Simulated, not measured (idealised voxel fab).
Proc. module: voxel trench capacitor
FYI the section here is cut, 205 nm wide, cells are 5 nm squares.
Cross-sections here: square-cell grids, written as top-down lists of bands, a band being one or more rows of cells. Each band's line starts with the height of the band's top and of its bottom, in nm. Then come its materials from left to right, each with its width in nm. One material with "edge to edge" fills the band from edge to edge. "air" is empty space. Below 0: as-received wafer, all one material; heights counted from there. Lowest band: no bottom, goes on down, written "z 0 and below". You'd read "30..40" like this: the band's top row of cells is as wide as the first number, its bottom row is as wide as the second, and going down, every row changes width by the same amount as the row before did. Key: "nothing changed" - step with no changed cell in the cross-section. Entry "Voids, sealed". Content: empty spaces with no open connection to the top, size 8 cells or greater. Each: width x height at distance. Distance: from left edge. Unit: nm. after a step's settings: what the simulator itself notes on the step. "overlay nm" on a masked step: distance the mask lay right of its planned place, negative for left.
## List of planned process steps
1: RECEIVE with material Si
2: CONFORMAL_DEP with material SiN, thk nm 10
3: DIRECTIONAL_DEP with material aC, thk nm 10
4: PATTERN with tone open, mask id TRENCH, material resist, width nm 15, pitch nm 45, thk nm 25, overlay nm -15
5: DIRECTIONAL_ETCH with etch materials aC, depth nm 10
6: STRIP with etch materials resist
7: DIRECTIONAL_ETCH with etch materials SiN, depth nm 10
8: DIRECTIONAL_ETCH with etch materials Si, depth nm 40
9: STRIP with etch materials aC
10: CONFORMAL_DEP with material Al2O3, thk nm 5
11: FILL_DEP with material polySi, thk nm 5
12: CMP with height nm 10
The plan shows the overlay nm of step 4 as the first wafer had it; this setting differs between the wafers, which start out alike.
## As-received cross-section, first of several wafers, post step 1
z 0 and below: Si edge to edge
Voids, sealed: none
## Tabulated below, wafer by wafer, are the end-of-module results: for each material, the number of cells gained (+) or lost (-) relative to the as-received state, followed by the closed voids
overlay nm -15 | +63 Al2O3 | -72 Si | +64 SiN | +27 polySi | Voids, sealed: none
overlay nm -10 | +63 Al2O3 | -72 Si | +64 SiN | +27 polySi | Voids, sealed: none
overlay nm -5 | +63 Al2O3 | -72 Si | +64 SiN | +27 polySi | Voids, sealed: none
overlay nm 0 | +63 Al2O3 | -72 Si | +64 SiN | +27 polySi | Voids, sealed: none
overlay nm 5 | +63 Al2O3 | -72 Si | +64 SiN | +27 polySi | Voids, sealed: none
overlay nm 10 | +63 Al2O3 | -72 Si | +64 SiN | +27 polySi | Voids, sealed: none
overlay nm 15 | +63 Al2O3 | -72 Si | +64 SiN | +27 polySi | Voids, sealed: none
